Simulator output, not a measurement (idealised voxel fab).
process module | voxel quadruple lines
cross-section cut | 165 nm wide | cells 5 nm
A cross-section is a grid of square cells, given in bands from the top down. A band is one or more rows of cells.
Each band's line starts with the height of the band's top and of its bottom, in nm. Then come its materials from left to right, each with its width in nm. One material with "throughout" fills the band from edge to edge. "air" is empty space.
Height 0 is the level under which the wafer as received is all one material. The lowest band goes on downwards, as in "0 down".
A width such as "30 to 40" changes by the same amount from each row of cells to the next, from the band's top row to its bottom row.
"no change" after a step means that no cell of the cross-section changed.
closed voids: empty space of 8 cells or more with no open way to the top, each as width x height at its distance from the left edge, in nm
after a step's settings: what the simulator itself notes on the step
overlay nm, on a step with a mask: how far to the right of its planned place the mask lay; to the left if negative
plan
1 op RECEIVE | material Si
2 op CONFORMAL_DEP | material SiO2 | thk nm 10
3 op DIRECTIONAL_DEP | material Ru | thk nm 10
4 op DIRECTIONAL_DEP | material polySi | thk nm 20
5 op DIRECTIONAL_DEP | material aC | thk nm 25
6 op PATTERN | tone cover | mask id MANDREL | material resist | width nm 25 | thk nm 35 | overlay nm 0
7 op DIRECTIONAL_ETCH | etch materials aC | depth nm 25
8 op STRIP | etch materials resist
9 op CONFORMAL_DEP | material SiO2 | thk nm 15
10 op DIRECTIONAL_ETCH | etch materials SiO2 | depth nm 15
11 op STRIP | etch materials aC
12 op DIRECTIONAL_ETCH | etch materials polySi | depth nm 20
13 op STRIP | etch materials SiO2
14 op CONFORMAL_DEP | material SiN | thk nm 5
15 op DIRECTIONAL_ETCH | etch materials SiN | depth nm 5
16 op STRIP | etch materials polySi
17 op DIRECTIONAL_ETCH | etch materials Ru | depth nm 10
18 op STRIP | etch materials SiN
19 op FILL_DEP | material lowk | thk nm 10
20 op CMP | height nm 20
first wafer, as planned
as received, after step 1
  0 down: Si throughout
  closed voids: none
after step 2
  10 to 0: SiO2 throughout
  below 0: unchanged
after step 3
  20 to 10: Ru throughout
  below 10: unchanged
after step 4
  40 to 20: polySi throughout
  below 20: unchanged
after step 5
  65 to 40: aC throughout
  below 40: unchanged
after step 6
  100 to 65: air 70 | resist 25 | air 70
  below 65: unchanged
after step 7
  75 to 65: air 70 | resist 25 | air 70
  65 to 40: air 70 | aC 25 | air 70
  below 40: unchanged
after step 8
  65 to 40: air 70 | aC 25 | air 70
  below 40: unchanged
after step 9
  80 to 65: air 55 | SiO2 55 | air 55
  65 to 55: air 55 | SiO2 15 | aC 25 | SiO2 15 | air 55
  55 to 40: SiO2 70 | aC 25 | SiO2 70
  below 40: unchanged
after step 10
  65 to 40: air 55 | SiO2 15 | aC 25 | SiO2 15 | air 55
  below 40: unchanged
after step 11
  65 to 40: air 55 | SiO2 15 | air 25 | SiO2 15 | air 55
  below 40: unchanged
after step 12
  65 to 40: air 55 | SiO2 15 | air 25 | SiO2 15 | air 55
  40 to 20: air 55 | polySi 15 | air 25 | polySi 15 | air 55
  below 20: unchanged
after step 13
  40 to 20: air 55 | polySi 15 | air 25 | polySi 15 | air 55
  below 20: unchanged
after step 14
  45 to 40: air 50 | SiN 25 | air 15 | SiN 25 | air 50
  40 to 25: air 50 | SiN 5 | polySi 15 | SiN 5 | air 15 | SiN 5 | polySi 15 | SiN 5 | air 50
  25 to 20: SiN 55 | polySi 15 | SiN 25 | polySi 15 | SiN 55
  below 20: unchanged
after step 15
  40 to 20: air 50 | SiN 5 | polySi 15 | SiN 5 | air 15 | SiN 5 | polySi 15 | SiN 5 | air 50
  below 20: unchanged
after step 16
  40 to 20: air 50 | SiN 5 | air 15 | SiN 5 | air 15 | SiN 5 | air 15 | SiN 5 | air 50
  below 20: unchanged
after step 17
  40 to 20: air 50 | SiN 5 | air 15 | SiN 5 | air 15 | SiN 5 | air 15 | SiN 5 | air 50
  20 to 10: air 50 | Ru 5 | air 15 | Ru 5 | air 15 | Ru 5 | air 15 | Ru 5 | air 50
  below 10: unchanged
after step 18
  20 to 10: air 50 | Ru 5 | air 15 | Ru 5 | air 15 | Ru 5 | air 15 | Ru 5 | air 50
  below 10: unchanged
after step 19
  30 to 20: lowk throughout
  20 to 10: lowk 50 | Ru 5 | lowk 15 | Ru 5 | lowk 15 | Ru 5 | lowk 15 | Ru 5 | lowk 50
  below 10: unchanged
after step 20
  20 to 10: lowk 50 | Ru 5 | lowk 15 | Ru 5 | lowk 15 | Ru 5 | lowk 15 | Ru 5 | lowk 50
  below 10: unchanged
second wafer: like start, like plan, one mistake. Through step 14 it matches the first wafer
when step 15 should have ended
  40 to 35: air 55 | polySi 15 | air 25 | polySi 15 | air 55
  35 to 20: air 50 | SiN 5 | polySi 15 | SiN 5 | air 15 | SiN 5 | polySi 15 | SiN 5 | air 50
  below 20: unchanged
when step 16 should have ended
  35 to 20: air 50 | SiN 5 | air 15 | SiN 5 | air 15 | SiN 5 | air 15 | SiN 5 | air 50
  below 20: unchanged
when step 17 should have ended
  35 to 20: air 50 | SiN 5 | air 15 | SiN 5 | air 15 | SiN 5 | air 15 | SiN 5 | air 50
  20 to 10: air 50 | Ru 5 | air 15 | Ru 5 | air 15 | Ru 5 | air 15 | Ru 5 | air 50
  below 10: unchanged
when step 18 should have ended
  20 to 10: air 50 | Ru 5 | air 15 | Ru 5 | air 15 | Ru 5 | air 15 | Ru 5 | air 50
  below 10: unchanged
when step 19 should have ended
  30 to 20: lowk throughout
  20 to 10: lowk 50 | Ru 5 | lowk 15 | Ru 5 | lowk 15 | Ru 5 | lowk 15 | Ru 5 | lowk 50
  below 10: unchanged
when step 20 should have ended
  20 to 10: lowk 50 | Ru 5 | lowk 15 | Ru 5 | lowk 15 | Ru 5 | lowk 15 | Ru 5 | lowk 50
  below 10: unchanged
what went wrong: step 15 was run twice
at the end the two cross-sections are the same: no effect in what this model computes
